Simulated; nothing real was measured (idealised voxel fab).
This section sets out a process module, namely voxel released beams.
The width of the displayed cross-section, cut, is 210 nm; its cells are square, with a size of 5 nm.
How to read a cross-section here: the picture is a grid of square cells, written as bands going from the top down, and any band can span one or more rows of cells. The band entry comprises the height of the band's top followed by the height of its bottom, expressed in nm, and subsequently the band's materials from left to right, each stated together with its width in nm. Where a single material is marked with the word "full width", that material fills the band from edge to edge. The word "empty" represents empty space. Measure heights from 0. That's the level where, below it, the as-received wafer is all one material. The lowest band is bottomless and extends downward; write it as in "from 0 down". So if you see something like "30->40" for the width, read it as the top row of the band sitting at the first number and the bottom row at the second, with every row in between moving by the same amount as the last. "no modification" after a step means that no cell of the cross-section changed. In "Trapped void list" the enclosed voids are listed, meaning empty spaces of 8 cells or larger without any opening to the top. The form is width x height at distance, distance from the left edge, units nm. On a step's line, text after the settings is the simulator commenting on that step. overlay nm: mask offset rightward from planned place, masked step; negative means leftward offset.

This section lists the process steps that were planned:
1. RECEIVE: material Si
2. CONFORMAL_DEP: material Al2O3, thk nm 5
3. DIRECTIONAL_DEP: material SiO2, thk nm 20
4. MASKED_ETCH: tone open, mask id ANCHOR, width nm 40, etch materials SiO2, depth nm 20, overlay nm 0
5. CONFORMAL_DEP: material W, thk nm 15
6. PATTERN: tone cover, mask id BEAM, material resist, width nm 105, thk nm 15, overlay nm 0
7. DIRECTIONAL_ETCH: etch materials W, depth nm 15
8. STRIP: etch materials resist
9. STRIP: etch materials SiO2

So this is the incoming wafer in cross-section - it's already been through step 1:
    from 0 down | Si full width
    Trapped void list: none

As-planned run: cross-section of the first of two wafers at end of module:
    from 40 to 25 | empty (50), W (20), empty (10), W (75), empty (55)
    from 25 to 20 | empty (55), W (15), empty (10), W (15), empty (115)
    from 20 to 5 | empty (55), W (40), empty (115)
    from 5 to 0 | Al2O3 full width
    from 0 down | Si full width
    Trapped void list: none

Cross-section, wafer two of two, end of module: same start and plan as wafer one, one error in execution:
    from 40 to 25 | Al2O3 (70), empty (10), Al2O3 (130)
    from 25 to 20 | SiO2 (55), Al2O3 (15), empty (10), Al2O3 (15), SiO2 (115)
    from 20 to 5 | SiO2 (55), Al2O3 (40), SiO2 (115)
    from 5 to 0 | Al2O3 full width
    from 0 down | Si full width
    Trapped void list: none
Heads up, the wafer didn't run the way we planned it: step 5 ran differently from the plan; actual operation with settings: CONFORMAL_DEP: material Al2O3, thk nm 15
The closing comparison, in cells, has the second wafer with more or fewer of some materials than the first: 150 more of Al2O3, 136 more of SiO2, 87 fewer of W
